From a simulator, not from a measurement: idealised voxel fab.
Process module name: voxel self aligned contacts
Cross-section cut spans 300 nm and uses square cells 5 nm in size.
When this document writes out a cross-section, it uses a grid of square cells and lists it as bands, beginning at the top and moving down, with a band standing for one or more rows of cells.
Look at the band entry: it leads with the top's height and the bottom's height in nm. Then it lists the materials left to right, with a width in nm for each. The word "all across" on a single material says that material fills the band edge to edge. The word "empty" is empty space.
Ref level 0: as-received wafer is one material below here. Bottom band extends down with no lower bound ("0 down").
A two-number width, for instance "30..40", indicates that the width is equal to the first number in the top row of the band and to the second number in the bottom row, and that it changes by a constant amount per row of cells.
It should be understood that the words "nothing was modified", when stated for a given step, signify that the cross-section underwent no change in any of its cells during that step.
The list in "Closed void roster" covers empty spaces of 8 cells or more that cannot reach the top through any open way, and it gives each as width x height at distance; the distance is from the left edge, and width, height and distance are in nm.
Heads up: the bit after the settings on a step's line is the simulator's remark on that step.
overlay nm: right-of-plan distance of the mask on a masked step; negative values mean left-of-plan.
For the reader: what remains of this document is a series of pairs, each showing a cross-section before one process step and a cross-section after that step which reaches down only to the lowest band that changed, with the step between them and its settings set out under the pair. It should not be assumed that a pair continues from the pair above it; the pairs can come from different runs of this module on the same starting wafer, and such continuity exists only where the entry headed "Pre-process" says so.

Pre-process:
- 50 to 25: SiN all across
- 25 to 0: polySi all across
- 0 to -5: SiO2 all across
- -5 down: Si all across
- Closed void roster: none

Post-Process Section:
- 65 to 50: 100 empty; 35 resist; 30 empty; 35 resist; 100 empty
- Below 50, no change.
- Closed void roster: none
The structure shown above changes from one cross-section to the other through PATTERN [tone cover] [mask id GATE] [material resist] [width nm 35] [pitch nm 65] [thk nm 15] [overlay nm 0]

Pre-process: Reference is made to the cross-section shown after the step in the pair directly above, which represents the state prior to this step.

Post-Process Section:
- 65 to 50: 100 empty; 35 resist; 30 empty; 35 resist; 100 empty
- 50 to 25: 100 empty; 35 SiN; 30 empty; 35 SiN; 100 empty
- Below 25, no change.
- Closed void roster: none
The structure shown above changes from one cross-section to the other through DIRECTIONAL_ETCH [etch materials SiN] [depth nm 25]

Pre-process: Reference is made to the cross-section shown after the step in the pair directly above, which represents the state prior to this step.

Post-Process Section:
- 65 to 50: 100 empty; 35 resist; 30 empty; 35 resist; 100 empty
- 50 to 25: 100 empty; 35 SiN; 30 empty; 35 SiN; 100 empty
- 25 to 0: 100 empty; 35 polySi; 30 empty; 35 polySi; 100 empty
- Below 0, no change.
- Closed void roster: none
The structure shown above changes from one cross-section to the other through DIRECTIONAL_ETCH [etch materials polySi] [depth nm 25]

Pre-process: Reference is made to the cross-section shown after the step in the pair directly above, which represents the state prior to this step.

Post-Process Section:
- 50 to 25: 100 empty; 35 SiN; 30 empty; 35 SiN; 100 empty
- Below 25, no change.
- Closed void roster: none
The structure shown above changes from one cross-section to the other through STRIP [etch materials resist]

Pre-process: Reference is made to the cross-section shown after the step in the pair directly above, which represents the state prior to this step.

Post-Process Section:
- 60 to 25: 90 empty; 55 SiN; 10 empty; 55 SiN; 90 empty
- 25 to 10: 90 empty; 10 SiN; 35 polySi; 10 SiN; 10 empty; 10 SiN; 35 polySi; 10 SiN; 90 empty
- 10 to 0: 100 SiN; 35 polySi; 30 SiN; 35 polySi; 100 SiN
- Below 0, no change.
- Closed void roster: none
The structure shown above changes from one cross-section to the other through CONFORMAL_DEP [material SiN] [thk nm 10]

Pre-process: Reference is made to the cross-section shown after the step in the pair directly above, which represents the state prior to this step.

Post-Process Section:
- 50 to 25: 90 empty; 55 SiN; 10 empty; 55 SiN; 90 empty
- 25 to 0: 90 empty; 10 SiN; 35 polySi; 10 SiN; 10 empty; 10 SiN; 35 polySi; 10 SiN; 90 empty
- Below 0, no change.
- Closed void roster: none
The structure shown above changes from one cross-section to the other through DIRECTIONAL_ETCH [etch materials SiN] [depth nm 10]

Pre-process: Reference is made to the cross-section shown after the step in the pair directly above, which represents the state prior to this step.

Post-Process Section:
- 65 to 50: SiO2 all across
- 50 to 25: 90 SiO2; 55 SiN; 10 SiO2; 55 SiN; 90 SiO2
- 25 to 0: 90 SiO2; 10 SiN; 35 polySi; 10 SiN; 10 SiO2; 10 SiN; 35 polySi; 10 SiN; 90 SiO2
- Below 0, no change.
- Closed void roster: none
The structure shown above changes from one cross-section to the other through FILL_DEP [material SiO2] [thk nm 15]

Pre-process: Reference is made to the cross-section shown after the step in the pair directly above, which represents the state prior to this step.

Post-Process Section:
- 60 to 50: SiO2 all across
- Below 50, no change.
- Closed void roster: none
The structure shown above changes from one cross-section to the other through CMP [height nm 60]

Pre-process: Reference is made to the cross-section shown after the step in the pair directly above, which represents the state prior to this step.

Post-Process Section:
- 60 to 50: 125 SiO2; 50 empty; 125 SiO2
- 50 to 25: 90 SiO2; 55 SiN; 10 empty; 55 SiN; 90 SiO2
- 25 to 0: 90 SiO2; 10 SiN; 35 polySi; 10 SiN; 10 empty; 10 SiN; 35 polySi; 10 SiN; 90 SiO2
- 0 to -5: 145 SiO2; 10 empty; 145 SiO2
- Below -5, no change.
- Closed void roster: none
The structure shown above changes from one cross-section to the other through MASKED_ETCH [tone open] [mask id CONTACT] [width nm 50] [etch materials SiO2] [depth nm 65] [overlay nm 0]

Pre-process: Reference is made to the cross-section shown after the step in the pair directly above, which represents the state prior to this step.

Post-Process Section:
- 65 to 60: 130 TiN; 40 empty; 130 TiN
- 60 to 55: 125 SiO2; 5 TiN; 40 empty; 5 TiN; 125 SiO2
- 55 to 50: 125 SiO2; 50 TiN; 125 SiO2
- 50 to 25: 90 SiO2; 55 SiN; 10 TiN; 55 SiN; 90 SiO2
- 25 to 0: 90 SiO2; 10 SiN; 35 polySi; 10 SiN; 10 TiN; 10 SiN; 35 polySi; 10 SiN; 90 SiO2
- 0 to -5: 145 SiO2; 10 TiN; 145 SiO2
- Below -5, no change.
- Closed void roster: none
The structure shown above changes from one cross-section to the other through CONFORMAL_DEP [material TiN] [thk nm 5]

Pre-process: Reference is made to the cross-section shown after the step in the pair directly above, which represents the state prior to this step.

Post-Process Section:
- 70 to 65: Ru all across
- 65 to 60: 130 TiN; 40 Ru; 130 TiN
- 60 to 55: 125 SiO2; 5 TiN; 40 Ru; 5 TiN; 125 SiO2
- Below 55, no change.
- Closed void roster: none
The structure shown above changes from one cross-section to the other through FILL_DEP [material Ru] [thk nm 5]

Pre-process: Reference is made to the cross-section shown after the step in the pair directly above, which represents the state prior to this step.

Post-Process Section:
- 60 to 55: 125 SiO2; 5 TiN; 40 Ru; 5 TiN; 125 SiO2
- Below 55, no change.
- Closed void roster: none
The structure shown above changes from one cross-section to the other through CMP [height nm 60]

Pre-process: Reference is made to the cross-section shown after the step in the pair directly above, which represents the state prior to this step.

Post-Process Section:
- 65 to 60: SiCN all across
- Below 60, no change.
- Closed void roster: none
The structure shown above changes from one cross-section to the other through CONFORMAL_DEP [material SiCN] [thk nm 5]

Pre-process:
- 60 to 50: SiO2 all across
- 50 to 25: 95 SiO2; 45 SiN; 20 SiO2; 45 SiN; 95 SiO2
- 25 to 0: 95 SiO2; 10 SiN; 25 polySi; 10 SiN; 20 SiO2; 10 SiN; 25 polySi; 10 SiN; 95 SiO2
- 0 to -5: SiO2 all across
- -5 down: Si all across
- Closed void roster: none

Post-Process Section:
- 60 to 50: 130 SiO2; 50 empty; 120 SiO2
- 50 to 25: 95 SiO2; 45 SiN; 20 empty; 45 SiN; 95 SiO2
- 25 to 0: 95 SiO2; 10 SiN; 25 polySi; 10 SiN; 20 empty; 10 SiN; 25 polySi; 10 SiN; 95 SiO2
- 0 to -5: 140 SiO2; 20 empty; 140 SiO2
- Below -5, no change.
- Closed void roster: none
The structure shown above changes from one cross-section to the other through MASKED_ETCH [tone open] [mask id CONTACT] [width nm 50] [etch materials SiO2] [depth nm 65] [overlay nm 5]

Pre-process: Reference is made to the cross-section shown after the step in the pair directly above, which represents the state prior to this step.

Post-Process Section:
- 65 to 60: 135 TiN; 40 empty; 125 TiN
- 60 to 50: 130 SiO2; 5..15 TiN; 40..10 empty; 5..25 TiN; 120 SiO2
- 50 to 25: 95 SiO2; 45 SiN; 5 TiN; 10 empty; 5 TiN; 45 SiN; 95 SiO2
- 25 to 0: 95 SiO2; 10 SiN; 25 polySi; 10 SiN; 5 TiN; 10 empty; 5 TiN; 10 SiN; 25 polySi; 10 SiN; 95 SiO2
- 0 to -5: 140 SiO2; 20 TiN; 140 SiO2
- Below -5, no change.
- Closed void roster: none
The structure shown above changes from one cross-section to the other through CONFORMAL_DEP [material TiN] [thk nm 5]

Pre-process: Reference is made to the cross-section shown after the step in the pair directly above, which represents the state prior to this step.

Post-Process Section:
- 70 to 65: Ru all across
- 65 to 60: 135 TiN; 40 Ru; 125 TiN
- 60 to 50: 130 SiO2; 5..15 TiN; 40..10 Ru; 5..25 TiN; 120 SiO2
- 50 to 25: 95 SiO2; 45 SiN; 5 TiN; 10 Ru; 5 TiN; 45 SiN; 95 SiO2
- 25 to 0: 95 SiO2; 10 SiN; 25 polySi; 10 SiN; 5 TiN; 10 Ru; 5 TiN; 10 SiN; 25 polySi; 10 SiN; 95 SiO2
- Below 0, no change.
- Closed void roster: none
The structure shown above changes from one cross-section to the other through FILL_DEP [material Ru] [thk nm 5]

Pre-process: Reference is made to the cross-section shown after the step in the pair directly above, which represents the state prior to this step.

Post-Process Section:
- 60 to 50: 130 SiO2; 5..15 TiN; 40..10 Ru; 5..25 TiN; 120 SiO2
- Below 50, no change.
- Closed void roster: none
The structure shown above changes from one cross-section to the other through CMP [height nm 60]

Pre-process: Reference is made to the cross-section shown after the step in the pair directly above, which represents the state prior to this step.

Post-Process Section:
- 65 to 60: SiCN all across
- Below 60, no change.
- Closed void roster: none
The structure shown above changes from one cross-section to the other through CONFORMAL_DEP [material SiCN] [thk nm 5]

Pre-process:
- 25 to 0: polySi all across
- 0 to -5: SiO2 all across
- -5 down: Si all across
- Closed void roster: none

Post-Process Section:
- 50 to 25: TiN all across
- Below 25, no change.
- Closed void roster: none
The structure shown above changes from one cross-section to the other through DIRECTIONAL_DEP [material TiN] [thk nm 25]

Pre-process: Reference is made to the cross-section shown after the step in the pair directly above, which represents the state prior to this step.

Post-Process Section:
- 65 to 50: 105 empty; 25 resist; 40 empty; 25 resist; 105 empty
- Below 50, no change.
- Closed void roster: none
The structure shown above changes from one cross-section to the other through PATTERN [tone cover] [mask id GATE] [material resist] [width nm 25] [pitch nm 65] [thk nm 15] [overlay nm 0]

Pre-process: Reference is made to the cross-section shown after the step in the pair directly above, which represents the state prior to this step.

Post-Process Section:
- 50 to 25: TiN all across
- Below 25, no change.
- Closed void roster: none
The structure shown above changes from one cross-section to the other through STRIP [etch materials resist]

Pre-process: Reference is made to the cross-section shown after the step in the pair directly above, which represents the state prior to this step.

Post-Process Section:
- 60 to 50: SiN all across
- Below 50, no change.
- Closed void roster: none
The structure shown above changes from one cross-section to the other through CONFORMAL_DEP [material SiN] [thk nm 10]

Pre-process: Reference is made to the cross-section shown after the step in the pair directly above, which represents the state prior to this step.

Post-Process Section:
- 50 to 25: TiN all across
- Below 25, no change.
- Closed void roster: none
The structure shown above changes from one cross-section to the other through DIRECTIONAL_ETCH [etch materials SiN] [depth nm 10]

Pre-process: Reference is made to the cross-section shown after the step in the pair directly above, which represents the state prior to this step.

Post-Process Section:
- 65 to 50: SiO2 all across
- Below 50, no change.
- Closed void roster: none
The structure shown above changes from one cross-section to the other through FILL_DEP [material SiO2] [thk nm 15]

Pre-process: Reference is made to the cross-section shown after the step in the pair directly above, which represents the state prior to this step.

Post-Process Section:
- 60 to 50: SiO2 all across
- Below 50, no change.
- Closed void roster: none
The structure shown above changes from one cross-section to the other through CMP [height nm 60]

Pre-process: Reference is made to the cross-section shown after the step in the pair directly above, which represents the state prior to this step.

Post-Process Section:
- 60 to 50: 125 SiO2; 50 empty; 125 SiO2
- Below 50, no change.
- Closed void roster: none
The structure shown above changes from one cross-section to the other through MASKED_ETCH [tone open] [mask id CONTACT] [width nm 50] [etch materials SiO2] [depth nm 65] [overlay nm 0]

Pre-process: Reference is made to the cross-section shown after the step in the pair directly above, which represents the state prior to this step.

Post-Process Section:
- 65 to 60: 130 TiN; 40 empty; 130 TiN
- 60 to 55: 125 SiO2; 5 TiN; 40 empty; 5 TiN; 125 SiO2
- 55 to 50: 125 SiO2; 50 TiN; 125 SiO2
- Below 50, no change.
- Closed void roster: none
The structure shown above changes from one cross-section to the other through CONFORMAL_DEP [material TiN] [thk nm 5]

Pre-process: Reference is made to the cross-section shown after the step in the pair directly above, which represents the state prior to this step.

Post-Process Section:
- 70 to 65: Ru all across
- 65 to 60: 130 TiN; 40 Ru; 130 TiN
- 60 to 55: 125 SiO2; 5 TiN; 40 Ru; 5 TiN; 125 SiO2
- Below 55, no change.
- Closed void roster: none
The structure shown above changes from one cross-section to the other through FILL_DEP [material Ru] [thk nm 5]

Pre-process: Reference is made to the cross-section shown after the step in the pair directly above, which represents the state prior to this step.

Post-Process Section:
- 60 to 55: 125 SiO2; 5 TiN; 40 Ru; 5 TiN; 125 SiO2
- Below 55, no change.
- Closed void roster: none
The structure shown above changes from one cross-section to the other through CMP [height nm 60]

Pre-process: Reference is made to the cross-section shown after the step in the pair directly above, which represents the state prior to this step.

Post-Process Section:
- 65 to 60: SiCN all across
- Below 60, no change.
- Closed void roster: none
The structure shown above changes from one cross-section to the other through CONFORMAL_DEP [material SiCN] [thk nm 5]

Pre-process:
- 50 to 25: SiN all across
- 25 to 0: polySi all across
- 0 to -5: SiO2 all across
- -5 down: Si all across
- Closed void roster: none

Post-Process Section:
- 65 to 50: 105 resist; 25 empty; 40 resist; 25 empty; 105 resist
- Below 50, no change.
- Closed void roster: none
The structure shown above changes from one cross-section to the other through PATTERN [tone open] [mask id GATE] [material resist] [width nm 25] [pitch nm 65] [thk nm 15] [overlay nm 0]

Pre-process: Reference is made to the cross-section shown after the step in the pair directly above, which represents the state prior to this step.

Post-Process Section:
- 65 to 50: 105 resist; 25 empty; 40 resist; 25 empty; 105 resist
- 50 to 25: 105 SiN; 25 empty; 40 SiN; 25 empty; 105 SiN
- Below 25, no change.
- Closed void roster: none
The structure shown above changes from one cross-section to the other through DIRECTIONAL_ETCH [etch materials SiN] [depth nm 25]

Pre-process: Reference is made to the cross-section shown after the step in the pair directly above, which represents the state prior to this step.

Post-Process Section:
- 65 to 50: 105 resist; 25 empty; 40 resist; 25 empty; 105 resist
- 50 to 25: 105 SiN; 25 empty; 40 SiN; 25 empty; 105 SiN
- 25 to 0: 105 polySi; 25 empty; 40 polySi; 25 empty; 105 polySi
- Below 0, no change.
- Closed void roster: none
The structure shown above changes from one cross-section to the other through DIRECTIONAL_ETCH [etch materials polySi] [depth nm 25]

Pre-process: Reference is made to the cross-section shown after the step in the pair directly above, which represents the state prior to this step.

Post-Process Section:
- 50 to 25: 105 SiN; 25 empty; 40 SiN; 25 empty; 105 SiN
- Below 25, no change.
- Closed void roster: none
The structure shown above changes from one cross-section to the other through STRIP [etch materials resist]

Pre-process: Reference is made to the cross-section shown after the step in the pair directly above, which represents the state prior to this step.

Post-Process Section:
- 60 to 25: 115 SiN; 5 empty; 60 SiN; 5 empty; 115 SiN
- 25 to 10: 105 polySi; 10 SiN; 5 empty; 10 SiN; 40 polySi; 10 SiN; 5 empty; 10 SiN; 105 polySi
- 10 to 0: 105 polySi; 25 SiN; 40 polySi; 25 SiN; 105 polySi
- Below 0, no change.
- Closed void roster: none
The structure shown above changes from one cross-section to the other through CONFORMAL_DEP [material SiN] [thk nm 10]

Pre-process: Reference is made to the cross-section shown after the step in the pair directly above, which represents the state prior to this step.

Post-Process Section:
- 50 to 25: 115 SiN; 5 empty; 60 SiN; 5 empty; 115 SiN
- 25 to 0: 105 polySi; 10 SiN; 5 empty; 10 SiN; 40 polySi; 10 SiN; 5 empty; 10 SiN; 105 polySi
- Below 0, no change.
- Closed void roster: none
The structure shown above changes from one cross-section to the other through DIRECTIONAL_ETCH [etch materials SiN] [depth nm 10]

Pre-process: Reference is made to the cross-section shown after the step in the pair directly above, which represents the state prior to this step.

Post-Process Section:
- 65 to 50: SiO2 all across
- 50 to 25: 115 SiN; 5 SiO2; 60 SiN; 5 SiO2; 115 SiN
- 25 to 0: 105 polySi; 10 SiN; 5 SiO2; 10 SiN; 40 polySi; 10 SiN; 5 SiO2; 10 SiN; 105 polySi
- Below 0, no change.
- Closed void roster: none
The structure shown above changes from one cross-section to the other through FILL_DEP [material SiO2] [thk nm 15]

Pre-process: Reference is made to the cross-section shown after the step in the pair directly above, which represents the state prior to this step.

Post-Process Section:
- 60 to 50: SiO2 all across
- Below 50, no change.
- Closed void roster: none
The structure shown above changes from one cross-section to the other through CMP [height nm 60]

Pre-process: Reference is made to the cross-section shown after the step in the pair directly above, which represents the state prior to this step.

Post-Process Section:
- 60 to 50: 125 SiO2; 50 empty; 125 SiO2
- Below 50, no change.
- Closed void roster: none
The structure shown above changes from one cross-section to the other through MASKED_ETCH [tone open] [mask id CONTACT] [width nm 50] [etch materials SiO2] [depth nm 65] [overlay nm 0]

Pre-process: Reference is made to the cross-section shown after the step in the pair directly above, which represents the state prior to this step.

Post-Process Section:
- 65 to 60: 130 TiN; 40 empty; 130 TiN
- 60 to 55: 125 SiO2; 5 TiN; 40 empty; 5 TiN; 125 SiO2
- 55 to 50: 125 SiO2; 50 TiN; 125 SiO2
- Below 50, no change.
- Closed void roster: none
The structure shown above changes from one cross-section to the other through CONFORMAL_DEP [material TiN] [thk nm 5]

Pre-process: Reference is made to the cross-section shown after the step in the pair directly above, which represents the state prior to this step.

Post-Process Section:
- 70 to 65: Ru all across
- 65 to 60: 130 TiN; 40 Ru; 130 TiN
- 60 to 55: 125 SiO2; 5 TiN; 40 Ru; 5 TiN; 125 SiO2
- Below 55, no change.
- Closed void roster: none
The structure shown above changes from one cross-section to the other through FILL_DEP [material Ru] [thk nm 5]

Pre-process: Reference is made to the cross-section shown after the step in the pair directly above, which represents the state prior to this step.

Post-Process Section:
- 60 to 55: 125 SiO2; 5 TiN; 40 Ru; 5 TiN; 125 SiO2
- Below 55, no change.
- Closed void roster: none
The structure shown above changes from one cross-section to the other through CMP [height nm 60]

Pre-process: Reference is made to the cross-section shown after the step in the pair directly above, which represents the state prior to this step.

Post-Process Section:
- 65 to 60: SiCN all across
- Below 60, no change.
- Closed void roster: none
The structure shown above changes from one cross-section to the other through CONFORMAL_DEP [material SiCN] [thk nm 5]
